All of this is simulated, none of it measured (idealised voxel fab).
Title: Process Module voxel ribs on slabs
The cross-section on display is named cut; it measures 145 nm wide, and its cells are 5 nm squares.
In what follows, cross-sections appear as grids of square cells, described through bands that run from the top down, where every band is one or more rows of cells.
Quick guide to a band line: top height, bottom height (nm) up front; then every material left to right with its width in nm. Only one material and it's marked "edge to edge"? Then it fills the band edge to edge. And "air" just means empty space.
It should be noted that heights are counted from 0, beneath which the wafer as supplied is of one material throughout, and that the lowest band possesses no lower boundary but continues downward, as written in "from 0 down".
With a width like "30 to 40", each row of cells in the band differs from the next by the same amount, the top row carrying the first number and the bottom row the second.
It should be understood that the words "nothing changed", when stated for a given step, signify that the cross-section underwent no change in any of its cells during that step.
"Enclosed cavity list" contains a list of empty spaces, each no smaller than 8 cells and without an open way to the top, written in the form width x height at distance with the distance from the left edge and all three in nm.
Step line, after settings: the simulator's comment on this step.
On any step carrying a mask, the "overlay nm" setting, if present on the step's line, tells how far right of its planned place the mask lay; negative values point to the left.

-- The following list gives the planned process steps
- 1: RECEIVE | material Si
- 2: DIRECTIONAL_DEP | material SiO2 | thk nm 25
- 3: DIRECTIONAL_DEP | material polySi | thk nm 15
- 4: DIRECTIONAL_DEP | material aC | thk nm 15
- 5: PATTERN | tone cover | mask id RIB | material resist | width nm 25 | thk nm 35 | overlay nm 0
- 6: DIRECTIONAL_ETCH | etch materials aC | depth nm 15
- 7: STRIP | etch materials resist
- 8: DIRECTIONAL_ETCH | etch materials polySi | depth nm 10
- 9: STRIP | etch materials aC
- 10: DIRECTIONAL_DEP | material aC | thk nm 10
- 11: PATTERN | tone cover | mask id SLAB | material resist | width nm 85 | thk nm 25 | overlay nm 0
- 12: DIRECTIONAL_ETCH | etch materials aC | depth nm 10
- 13: STRIP | etch materials resist
- 14: DIRECTIONAL_ETCH | etch materials polySi | depth nm 5
- 15: STRIP | etch materials aC
- 16: FILL_DEP | material SiO2 | thk nm 20
- 17: CMP | height nm 50
- 18: DIRECTIONAL_DEP | material W | thk nm 10
- 19: PATTERN | tone cover | mask id HEATER | material resist | width nm 35 | thk nm 15 | overlay nm 0
- 20: DIRECTIONAL_ETCH | etch materials W | depth nm 10
- 21: STRIP | etch materials resist
- 22: CONFORMAL_DEP | material SiN | thk nm 10

-- As-received state of the wafer in cross-section, equivalent to post-step 1
from 0 down  Si edge to edge
Enclosed cavity list: none

-- Cross-sectional image of the first of two wafers at the end of the module, the run having proceeded as planned
from 70 to 60  air 45 nm, then SiN 55 nm, then air 45 nm
from 60 to 50  SiN 55 nm, then W 35 nm, then SiN 55 nm
from 50 to 40  SiO2 edge to edge
from 40 to 30  SiO2 60 nm, then polySi 25 nm, then SiO2 60 nm
from 30 to 25  SiO2 30 nm, then polySi 85 nm, then SiO2 30 nm
from 25 to 0  SiO2 edge to edge
from 0 down  Si edge to edge
Enclosed cavity list: none

-- This is the second of the two wafers, cross-sectioned at the end of the module; it started exactly like the first and was given the same plan, but it was run with one mistake
from 70 to 60  air 45 nm, then SiN 60 nm, then air 40 nm
from 60 to 50  SiN 55 nm, then W 40 nm, then SiN 50 nm
from 50 to 40  SiO2 edge to edge
from 40 to 30  SiO2 60 nm, then polySi 25 nm, then SiO2 60 nm
from 30 to 25  SiO2 30 nm, then polySi 85 nm, then SiO2 30 nm
from 25 to 0  SiO2 edge to edge
from 0 down  Si edge to edge
Enclosed cavity list: none
What was done differently from what was planned? it should be noted that step 19 was executed with settings other than those planned, the operation and settings actually applied being PATTERN | tone cover | mask id HEATER | material resist | width nm 40 | thk nm 15 | overlay nm 0
Per the end-of-run cell counts, the second wafer holds more or fewer of some materials than the first: +2 W
